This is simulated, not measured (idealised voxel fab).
Process module in this document: voxel double patterning
235 nm wide, 5 nm square cells: that's cross-section cut.
Cross-section = grid of square cells, listed top down in bands; band = one or more rows. Within each band entry, the heights of the top and of the bottom of the band appear first, in that order and in nm; the materials of the band then follow from left to right, each with its corresponding width in nm. The designation "edge to edge" on a single material indicates that it fills the band from edge to edge; the designation "air" indicates empty space. Basically, 0 is our baseline, since under it the wafer straight out of the box is all one material. The bottom band has no lower end and keeps on going down, so it looks like "0 down". Width: "30->40" (first number = top row, second number = bottom row, same change from row to row of cells). Step note "no change occurred" = no cross-section cell changed. Closed-off voids of 8+ cells (no open route to the top) go in "Enclosed empty spaces", written width x height at distance from the left edge, in nm. Whatever follows a step's settings on its line is a remark the simulator itself makes about that step. The optional step-line setting "overlay nm" applies to steps with a mask and quantifies how far to the right of its planned location the mask lay, a negative value indicating leftward placement.

[The steps planned for the process are as follows]
1,RECEIVE with material Si
2,CONFORMAL_DEP with material SiN, thk nm 10
3,DIRECTIONAL_DEP with material SiO2, thk nm 20
4,DIRECTIONAL_DEP with material SiCN, thk nm 5
5,MASKED_ETCH with tone open, mask id FIRST, width nm 15, pitch nm 50, etch materials SiCN, depth nm 5, overlay nm 0
6,DIRECTIONAL_DEP with material aC, thk nm 15
7,PATTERN with tone open, mask id SECOND, material resist, width nm 15, pitch nm 50, thk nm 35, overlay nm 0
8,DIRECTIONAL_ETCH with etch materials aC, depth nm 15
9,STRIP with etch materials resist
10,DIRECTIONAL_ETCH with etch materials SiCN, depth nm 5
11,STRIP with etch materials aC
12,DIRECTIONAL_ETCH with etch materials SiO2, depth nm 20
13,STRIP with etch materials SiCN

[Cross-section: wafer on arrival = after step 1]
0 down  Si edge to edge
Enclosed empty spaces: none

[Here's the cross-section of the first of our two wafers at the end of the module - it ran as planned]
30 to 10  SiO2: 60 / air: 15 / SiO2: 10 / air: 15 / SiO2: 10 / air: 15 / SiO2: 10 / air: 15 / SiO2: 10 / air: 15 / SiO2: 60
10 to 0  SiN edge to edge
0 down  Si edge to edge
Enclosed empty spaces: none

[Second of two wafers, module complete, sectioned: it shares the first wafer's start and plan but was run with one mistake]
30 to 10  air: 85 / SiO2: 15 / air: 35 / SiO2: 15 / air: 85
10 to 0  SiN edge to edge
0 down  Si edge to edge
Enclosed empty spaces: none
Against the plan, the run slipped here: step 7 was run on a setting that differed from the plan, and what really ran there is PATTERN with tone cover, mask id SECOND, material resist, width nm 15, pitch nm 50, thk nm 35, overlay nm 0
Final cells, second wafer relative to first, materials higher or lower: SiO2 -104
